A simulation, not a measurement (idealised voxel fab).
This is a process module. Its name is voxel ribs on slabs.
Cross-section cut: width 170 nm, square cells of 5 nm.
In what follows, cross-sections appear as grids of square cells, described through bands that run from the top down, where every band is one or more rows of cells.
Band: top and bottom heights (nm) first, top before bottom; then materials from left to right, widths in nm. "full width" marks a sole material filling the band edge to edge. "empty" denotes empty space.
It should be noted that heights are counted from 0, beneath which the wafer as supplied is of one material throughout, and that the lowest band possesses no lower boundary but continues downward, as written in "top 0, no bottom".
When a width is written as two numbers, as in "30..40", the first number is the width in the top row of cells of the band and the second is the width in its bottom row, and the width changes by the same amount from each row to the next.
Basically "remained the same" means that step didn't change any cell in the cross-section.
Listed in "Closed void list": every empty space of 8 or more cells without an open way to the top. Form: width x height at distance, the distance being from the left edge, all in nm.
Note: text after step settings on the step line = simulator remark on that step.
If you see "overlay nm" on a step's line and that step has a mask, it's telling you how far right of where it was planned the mask ended up; a negative number means it went left instead.

THE FOLLOWING LIST GIVES THE PLANNED PROCESS STEPS
- 1: RECEIVE,material Si
- 2: DIRECTIONAL_DEP,material SiO2,thk nm 30
- 3: DIRECTIONAL_DEP,material SiN,thk nm 15
- 4: PATTERN,tone cover,mask id RIB,material resist,width nm 20,thk nm 15,overlay nm 0
- 5: DIRECTIONAL_ETCH,etch materials SiN,depth nm 10
- 6: STRIP,etch materials resist
- 7: DIRECTIONAL_DEP,material aC,thk nm 15
- 8: PATTERN,tone cover,mask id SLAB,material resist,width nm 60,thk nm 35,overlay nm 0
- 9: DIRECTIONAL_ETCH,etch materials aC,depth nm 15
- 10: STRIP,etch materials resist
- 11: DIRECTIONAL_ETCH,etch materials SiN,depth nm 5
- 12: STRIP,etch materials aC
- 13: FILL_DEP,material SiO2,thk nm 20
- 14: CMP,height nm 55
- 15: DIRECTIONAL_DEP,material W,thk nm 10
- 16: DIRECTIONAL_DEP,material aC,thk nm 10
- 17: PATTERN,tone cover,mask id HEATER,material resist,width nm 30,thk nm 25,overlay nm 0
- 18: DIRECTIONAL_ETCH,etch materials aC,depth nm 10
- 19: STRIP,etch materials resist
- 20: DIRECTIONAL_ETCH,etch materials W,depth nm 10
- 21: STRIP,etch materials aC
- 22: CONFORMAL_DEP,material SiN,thk nm 5
The width nm used in step 8 is not the same on every wafer, whereas the starting condition is; the value printed in the plan is the first wafer's.

INCOMING STATE OF THE FIRST OF SEVERAL WAFERS IN CROSS-SECTION: AFTER STEP 1
- top 0, no bottom = Si full width
- Closed void list: none

WAFER CROSS-SECTION (FIRST OF SEVERAL) - MODULE END, POST STEP 22 (LAST STEP)
- top 70, bottom 65 = 65 empty | 40 SiN | 65 empty
- top 65, bottom 60 = 65 empty | 5 SiN | 30 W | 5 SiN | 65 empty
- top 60, bottom 55 = 70 SiN | 30 W | 70 SiN
- top 55, bottom 45 = SiO2 full width
- top 45, bottom 35 = 75 SiO2 | 20 SiN | 75 SiO2
- top 35, bottom 30 = 55 SiO2 | 60 SiN | 55 SiO2
- top 30, bottom 0 = SiO2 full width
- top 0, no bottom = Si full width
- Closed void list: none

END OF MODULE, LAST WAFER SECTIONED
- top 70, bottom 65 = 65 empty | 40 SiN | 65 empty
- top 65, bottom 60 = 65 empty | 5 SiN | 30 W | 5 SiN | 65 empty
- top 60, bottom 55 = 70 SiN | 30 W | 70 SiN
- top 55, bottom 45 = SiO2 full width
- top 45, bottom 35 = 75 SiO2 | 20 SiN | 75 SiO2
- top 35, bottom 30 = 45 SiO2 | 85 SiN | 40 SiO2
- top 30, bottom 0 = SiO2 full width
- top 0, no bottom = Si full width
- Closed void list: none

TABLE: WAFERS, A ROW EACH; END-OF-MODULE CELL CHANGE PER MATERIAL SINCE RECEIPT, GAIN (+), LOSS (-); THEN CLOSED VOIDS
width nm 60; +58 SiN; +354 SiO2; +12 W; Closed void list: none
width nm 65; +59 SiN; +353 SiO2; +12 W; Closed void list: none
width nm 70; +60 SiN; +352 SiO2; +12 W; Closed void list: none
width nm 75; +61 SiN; +351 SiO2; +12 W; Closed void list: none
width nm 80; +62 SiN; +350 SiO2; +12 W; Closed void list: none
width nm 85; +63 SiN; +349 SiO2; +12 W; Closed void list: none
